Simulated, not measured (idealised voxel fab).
The following process module bears the name voxel gate over fins.
Shown is cross-section cut, with a width of 160 nm and square cells of size 5 nm.
Notation: cross-section as square-cell grid; stated in bands, top first, going down; one or more cell rows per band. This entry defines a band. It first specifies the height of the band's top and the height of its bottom in nm, and then specifies the band's materials from left to right, stating each material with its width in nm. The word "full width" identifies a single material that fills the band from edge to edge, while the word "blank" identifies empty space. Height 0 is the level under which the wafer as received is all one material. The lowest band goes on downwards, as in "0 and below". Width spec "30 to 40" -> top row of cells at first value, bottom row at second value, equal per-row change in between. Reading "remained the same" for a step: not a cell of the cross-section changed in it. "Fully sealed voids" specifies each empty space that is not open to the top and that occupies no fewer than 8 cells, using the form width x height at distance, the distance measured from the left edge and all three quantities in nm. It should be noted that, on the line of a given step, the content following the step's settings is a remark produced by the simulator itself with respect to that step. A step line may carry the setting "overlay nm", which, for steps involving a mask, states the distance by which the mask lay to the right of its intended position; negative values denote displacement to the left.

[So here's the lineup of process steps we planned]
1) RECEIVE with material Si
2) CONFORMAL_DEP with material SiN, thk nm 5
3) MASKED_ETCH with tone cover, mask id FINS, width nm 15, pitch nm 40, etch materials SiN, depth nm 5, overlay nm 0
4) MASKED_ETCH with tone cover, mask id FINS, width nm 15, pitch nm 40, etch materials Si, depth nm 30, overlay nm 0
5) OXIDIZE with depth nm 5
6) FILL_DEP with material SiO2, thk nm 15
7) CMP with height nm 5
8) SELECTIVE_ETCH with etch materials SiO2, depth nm 15
9) STRIP with etch materials SiN
10) CONFORMAL_DEP with material HfO2, thk nm 5
11) CONFORMAL_DEP with material TiN, thk nm 5
12) FILL_DEP with material W, thk nm 10
13) CMP with height nm 15
14) CONFORMAL_DEP with material SiCN, thk nm 10

[Below: the first of two wafers, run as planned]

[Wafer cross-section on receipt, i.e. after step 1]
    0 and below | Si full width
    Fully sealed voids: none

[The wafer in cross-section once step 2 is complete]
    5 down to 0 | SiN full width
    All layers under 0 are left as they were.

[The wafer in cross-section once step 3 is complete]
    5 down to 0 | blank (50), then SiN (15), then blank (25), then SiN (15), then blank (55)
    All layers under 0 are left as they were.

[The wafer in cross-section once step 4 is complete]
    5 down to 0 | blank (50), then SiN (15), then blank (25), then SiN (15), then blank (55)
    0 down to -30 | blank (50), then Si (15), then blank (25), then Si (15), then blank (55)
    All layers under -30 are left as they were.

[The wafer in cross-section once step 5 is complete]
    5 down to 0 | blank (50), then SiN (15), then blank (25), then SiN (15), then blank (55)
    0 down to -30 | blank (50), then SiO2 (5), then Si (5), then SiO2 (5), then blank (25), then SiO2 (5), then Si (5), then SiO2 (5), then blank (55)
    -30 down to -35 | SiO2 (55), then Si (5), then SiO2 (35), then Si (5), then SiO2 (60)
    All layers under -35 are left as they were.

[The wafer in cross-section once step 6 is complete]
    20 down to 5 | SiO2 full width
    5 down to 0 | SiO2 (50), then SiN (15), then SiO2 (25), then SiN (15), then SiO2 (55)
    0 down to -35 | SiO2 (55), then Si (5), then SiO2 (35), then Si (5), then SiO2 (60)
    All layers under -35 are left as they were.

[The wafer in cross-section once step 7 is complete]
    5 down to 0 | SiO2 (50), then SiN (15), then SiO2 (25), then SiN (15), then SiO2 (55)
    All layers under 0 are left as they were.

[The wafer in cross-section once step 8 is complete]
    5 down to 0 | blank (50), then SiN (15), then blank (25), then SiN (15), then blank (55)
    0 down to -10 | blank (55), then Si (5), then blank (35), then Si (5), then blank (60)
    All layers under -10 are left as they were.

[The wafer in cross-section once step 9 is complete]
    0 down to -10 | blank (55), then Si (5), then blank (35), then Si (5), then blank (60)
    All layers under -10 are left as they were.

[The wafer in cross-section once step 10 is complete]
    5 down to 0 | blank (50), then HfO2 (15), then blank (25), then HfO2 (15), then blank (55)
    0 down to -5 | blank (50), then HfO2 (5), then Si (5), then HfO2 (5), then blank (25), then HfO2 (5), then Si (5), then HfO2 (5), then blank (55)
    -5 down to -10 | HfO2 (55), then Si (5), then HfO2 (35), then Si (5), then HfO2 (60)
    All layers under -10 are left as they were.

[The wafer in cross-section once step 11 is complete]
    10 down to 5 | blank (45), then TiN (25), then blank (15), then TiN (25), then blank (50)
    5 down to 0 | blank (45), then TiN (5), then HfO2 (15), then TiN (5), then blank (15), then TiN (5), then HfO2 (15), then TiN (5), then blank (50)
    0 down to -5 | TiN (50), then HfO2 (5), then Si (5), then HfO2 (5), then TiN (25), then HfO2 (5), then Si (5), then HfO2 (5), then TiN (55)
    All layers under -5 are left as they were.

[The wafer in cross-section once step 12 is complete]
    20 down to 10 | W full width
    10 down to 5 | W (45), then TiN (25), then W (15), then TiN (25), then W (50)
    5 down to 0 | W (45), then TiN (5), then HfO2 (15), then TiN (5), then W (15), then TiN (5), then HfO2 (15), then TiN (5), then W (50)
    All layers under 0 are left as they were.

[The wafer in cross-section once step 13 is complete]
    15 down to 10 | W full width
    All layers under 10 are left as they were.

[The wafer in cross-section once step 14 is complete]
    25 down to 15 | SiCN full width
    All layers under 15 are left as they were.

[For the second wafer, take the first wafer's start and plan, then add one mistake made in running it; everything through step 9, that step included, is shared with the first]

Second wafer: cross-section at the scheduled end of step 10: remained the same

[Second wafer: cross-section at the scheduled end of step 11]
    5 down to 0 | blank (50), then TiN (15), then blank (25), then TiN (15), then blank (55)
    0 down to -5 | blank (50), then TiN (5), then Si (5), then TiN (5), then blank (25), then TiN (5), then Si (5), then TiN (5), then blank (55)
    -5 down to -10 | TiN (55), then Si (5), then TiN (35), then Si (5), then TiN (60)
    All layers under -10 are left as they were.

[Second wafer: cross-section at the scheduled end of step 12]
    15 down to 5 | W full width
    5 down to 0 | W (50), then TiN (15), then W (25), then TiN (15), then W (55)
    0 down to -5 | W (50), then TiN (5), then Si (5), then TiN (5), then W (25), then TiN (5), then Si (5), then TiN (5), then W (55)
    All layers under -5 are left as they were.

Second wafer: cross-section at the scheduled end of step 13: remained the same

[Second wafer: cross-section at the scheduled end of step 14]
    25 down to 15 | SiCN full width
    All layers under 15 are left as they were.
Here's what went sideways: step 10 of the plan: omitted, not performed
Final difference in cells, second wafer against first, listed per material as more or fewer: HfO2 -40, W +40
